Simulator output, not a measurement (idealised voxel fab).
The document below concerns the process module designated voxel tone inversion.
Square cell edge 5 nm, section width 175 nm, ID cut.
In what follows, cross-sections appear as grids of square cells, described through bands that run from the top down, where every band is one or more rows of cells.
Per band: top height and bottom height in nm, followed by the left-to-right materials and their widths in nm; "all across" marks a single material spanning edge to edge, "empty" marks empty space.
Height reference: 0 = level under which incoming wafer is all one material. Lowest band: no bottom, runs on downward, e.g. "0 down".
Quick explanation for "30->40": the width changes in equal steps down the rows of cells, from the first number in the band's top row to the second number in its bottom row.
Basically "no alterations made" means that step didn't change any cell in the cross-section.
"Listed closed voids" specifies each empty space that is not open to the top and that occupies no fewer than 8 cells, using the form width x height at distance, the distance measured from the left edge and all three quantities in nm.
Formally, on a step line, whatever follows the settings is a remark that the simulator itself makes on the step.
"overlay nm" denotes, for a step that has a mask, the displacement of the mask to the right of its planned place, with negative values corresponding to the left.
Steps planned for the process
- 1: RECEIVE (material Si)
- 2: CONFORMAL_DEP (material SiCN; thk nm 10)
- 3: DIRECTIONAL_DEP (material polySi; thk nm 25)
- 4: PATTERN (tone cover; mask id POSTS; material resist; width nm 25; pitch nm 50; thk nm 35; overlay nm 0)
- 5: DIRECTIONAL_ETCH (etch materials polySi; depth nm 25)
- 6: STRIP (etch materials resist)
- 7: FILL_DEP (material SiO2; thk nm 10)
- 8: CMP (height nm 35)
- 9: STRIP (etch materials polySi)
- 10: CONFORMAL_DEP (material TiN; thk nm 5)
- 11: FILL_DEP (material Cu; thk nm 10)
- 12: CMP (height nm 35)
- 13: CONFORMAL_DEP (material SiCN; thk nm 5)
The first wafer of two, processed as planned
As-received wafer cross-section (after step 1)
    0 down = Si all across
    Listed closed voids: none
So this is the wafer cross-section right after step 2
    10 to 0 = SiCN all across
    Under the height 0 nothing was changed.
So this is the wafer cross-section right after step 3
    35 to 10 = polySi all across
    Under the height 10 nothing was changed.
So this is the wafer cross-section right after step 4
    70 to 35 = empty 25; resist 25; empty 25; resist 25; empty 25; resist 25; empty 25
    Under the height 35 nothing was changed.
So this is the wafer cross-section right after step 5
    70 to 35 = empty 25; resist 25; empty 25; resist 25; empty 25; resist 25; empty 25
    35 to 10 = empty 25; polySi 25; empty 25; polySi 25; empty 25; polySi 25; empty 25
    Under the height 10 nothing was changed.
So this is the wafer cross-section right after step 6
    35 to 10 = empty 25; polySi 25; empty 25; polySi 25; empty 25; polySi 25; empty 25
    Under the height 10 nothing was changed.
So this is the wafer cross-section right after step 7
    45 to 35 = SiO2 all across
    35 to 10 = SiO2 25; polySi 25; SiO2 25; polySi 25; SiO2 25; polySi 25; SiO2 25
    Under the height 10 nothing was changed.
So this is the wafer cross-section right after step 8
    35 to 10 = SiO2 25; polySi 25; SiO2 25; polySi 25; SiO2 25; polySi 25; SiO2 25
    Under the height 10 nothing was changed.
So this is the wafer cross-section right after step 9
    35 to 10 = SiO2 25; empty 25; SiO2 25; empty 25; SiO2 25; empty 25; SiO2 25
    Under the height 10 nothing was changed.
So this is the wafer cross-section right after step 10
    40 to 35 = TiN 30; empty 15; TiN 35; empty 15; TiN 35; empty 15; TiN 30
    35 to 15 = SiO2 25; TiN 5; empty 15; TiN 5; SiO2 25; TiN 5; empty 15; TiN 5; SiO2 25; TiN 5; empty 15; TiN 5; SiO2 25
    15 to 10 = SiO2 25; TiN 25; SiO2 25; TiN 25; SiO2 25; TiN 25; SiO2 25
    Under the height 10 nothing was changed.
So this is the wafer cross-section right after step 11
    50 to 40 = Cu all across
    40 to 35 = TiN 30; Cu 15; TiN 35; Cu 15; TiN 35; Cu 15; TiN 30
    35 to 15 = SiO2 25; TiN 5; Cu 15; TiN 5; SiO2 25; TiN 5; Cu 15; TiN 5; SiO2 25; TiN 5; Cu 15; TiN 5; SiO2 25
    Under the height 15 nothing was changed.
So this is the wafer cross-section right after step 12
    35 to 15 = SiO2 25; TiN 5; Cu 15; TiN 5; SiO2 25; TiN 5; Cu 15; TiN 5; SiO2 25; TiN 5; Cu 15; TiN 5; SiO2 25
    Under the height 15 nothing was changed.
So this is the wafer cross-section right after step 13
    40 to 35 = SiCN all across
    Under the height 35 nothing was changed.
Second wafer. Start and plan as for the first. One mistake made in running. Agrees with the first up to and including step 3
Second wafer: cross-section at the scheduled end of step 4
    70 to 35 = empty 30; resist 20; empty 30; resist 20; empty 30; resist 20; empty 25
    Under the height 35 nothing was changed.
Second wafer: cross-section at the scheduled end of step 5
    70 to 35 = empty 30; resist 20; empty 30; resist 20; empty 30; resist 20; empty 25
    35 to 10 = empty 30; polySi 20; empty 30; polySi 20; empty 30; polySi 20; empty 25
    Under the height 10 nothing was changed.
Second wafer: cross-section at the scheduled end of step 6
    35 to 10 = empty 30; polySi 20; empty 30; polySi 20; empty 30; polySi 20; empty 25
    Under the height 10 nothing was changed.
Second wafer: cross-section at the scheduled end of step 7
    45 to 35 = SiO2 all across
    35 to 10 = SiO2 30; polySi 20; SiO2 30; polySi 20; SiO2 30; polySi 20; SiO2 25
    Under the height 10 nothing was changed.
Second wafer: cross-section at the scheduled end of step 8
    35 to 10 = SiO2 30; polySi 20; SiO2 30; polySi 20; SiO2 30; polySi 20; SiO2 25
    Under the height 10 nothing was changed.
Second wafer: cross-section at the scheduled end of step 9
    35 to 10 = SiO2 30; empty 20; SiO2 30; empty 20; SiO2 30; empty 20; SiO2 25
    Under the height 10 nothing was changed.
Second wafer: cross-section at the scheduled end of step 10
    40 to 35 = TiN 35; empty 10; TiN 40; empty 10; TiN 40; empty 10; TiN 30
    35 to 15 = SiO2 30; TiN 5; empty 10; TiN 5; SiO2 30; TiN 5; empty 10; TiN 5; SiO2 30; TiN 5; empty 10; TiN 5; SiO2 25
    15 to 10 = SiO2 30; TiN 20; SiO2 30; TiN 20; SiO2 30; TiN 20; SiO2 25
    Under the height 10 nothing was changed.
Second wafer: cross-section at the scheduled end of step 11
    50 to 40 = Cu all across
    40 to 35 = TiN 35; Cu 10; TiN 40; Cu 10; TiN 40; Cu 10; TiN 30
    35 to 15 = SiO2 30; TiN 5; Cu 10; TiN 5; SiO2 30; TiN 5; Cu 10; TiN 5; SiO2 30; TiN 5; Cu 10; TiN 5; SiO2 25
    Under the height 15 nothing was changed.
Second wafer: cross-section at the scheduled end of step 12
    35 to 15 = SiO2 30; TiN 5; Cu 10; TiN 5; SiO2 30; TiN 5; Cu 10; TiN 5; SiO2 30; TiN 5; Cu 10; TiN 5; SiO2 25
    Under the height 15 nothing was changed.
Second wafer: cross-section at the scheduled end of step 13
    40 to 35 = SiCN all across
    Under the height 35 nothing was changed.
Error vs. plan: step 4 off recipe, ran as PATTERN (tone cover; mask id POSTS; material resist; width nm 20; pitch nm 50; thk nm 35; overlay nm 0)
Counted in cells at the end, the second wafer holds more or fewer of these materials than the first: -12 Cu, +15 SiO2, -3 TiN
